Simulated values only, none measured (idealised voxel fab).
A process module follows: voxel local oxidation.
Each square cell in cross-section cut measures 5 nm, and the section as a whole is 220 nm wide.
In this document a cross-section is written as a grid of square cells. It is given as a series of bands, listed from the top down, and a band is one or more rows of cells.
Top, bottom (nm), then materials left to right with widths (nm); lone material tagged "everywhere" fills the whole band edge to edge; "blank" = empty space.
Height reference: 0 = level under which incoming wafer is all one material. Lowest band: no bottom, runs on downward, e.g. "0 nm and below".
Graded width ("30..40"): value in top row of band = first number; value in bottom row = second number; row-to-row change constant.
What does "same as before" mean for a step? It means no cell of the cross-section changed in that step.
You'll see "Enclosed voids" listing empty spaces that have no way open to the top, as long as they're 8 cells or more; the notation is width x height at distance, where the distance is from the left edge, and all of it is in nm.
Note: text after step settings on the step line = simulator remark on that step.
overlay nm: mask offset rightward from planned place, masked step; negative means leftward offset.
-- So here's the lineup of process steps we planned
1. RECEIVE | material Si
2. CONFORMAL_DEP | material SiO2 | thk nm 5
3. CONFORMAL_DEP | material SiN | thk nm 10
4. MASKED_ETCH | tone cover | mask id ACTIVE | width nm 95 | etch materials SiN | depth nm 10 | overlay nm 0
5. SELECTIVE_ETCH | etch materials SiO2 | depth nm 5
6. OXIDIZE | depth nm 15
7. STRIP | etch materials SiN
-- Run as planned: first of two wafers
-- as received, after step 1
> 0 nm and below = Si everywhere
> Enclosed voids: none
-- Cross-section of the wafer subsequent to step 2
> 5 nm to 0 nm = SiO2 everywhere
> No changes below 0.
-- Cross-section of the wafer subsequent to step 3
> 15 nm to 5 nm = SiN everywhere
> No changes below 5.
-- Cross-section of the wafer subsequent to step 4
> 15 nm to 5 nm = 60 nm blank; 95 nm SiN; 65 nm blank
> No changes below 5.
-- Cross-section of the wafer subsequent to step 5
> 15 nm to 5 nm = 60 nm blank; 95 nm SiN; 65 nm blank
> 5 nm to 0 nm = 65 nm blank; 85 nm SiO2; 70 nm blank
> No changes below 0.
-- Cross-section of the wafer subsequent to step 6
> 15 nm to 5 nm = 60 nm blank; 95 nm SiN; 65 nm blank
> 5 nm to 0 nm = 65 nm blank; 85 nm SiO2; 70 nm blank
> 0 nm to -15 nm = 80 nm SiO2; 55 nm Si; 85 nm SiO2
> No changes below -15.
-- Cross-section of the wafer subsequent to step 7
> 5 nm to 0 nm = 65 nm blank; 85 nm SiO2; 70 nm blank
> No changes below 0.
-- Okay, second wafer. Nothing different at the start, nothing different in the plan, just one mistake somewhere in the running. As far as step 5, counting that step, it's the first wafer all over again
-- The second wafer cut through, at the time step 6 was supposed to be finished
> 15 nm to 5 nm = 60 nm blank; 95 nm SiN; 65 nm blank
> 5 nm to 0 nm = 65 nm blank; 85 nm SiO2; 70 nm blank
> 0 nm to -5 nm = 70 nm SiO2; 75 nm Si; 75 nm SiO2
> No changes below -5.
-- The second wafer cut through, at the time step 7 was supposed to be finished
> 5 nm to 0 nm = 65 nm blank; 85 nm SiO2; 70 nm blank
> No changes below 0.
What broke from the plan during processing? step 6 did not use the planned setting and instead ran as OXIDIZE | depth nm 5
Heads up, by the end the second wafer has more or fewer cells of some materials compared to the first: +70 Si | -70 SiO2
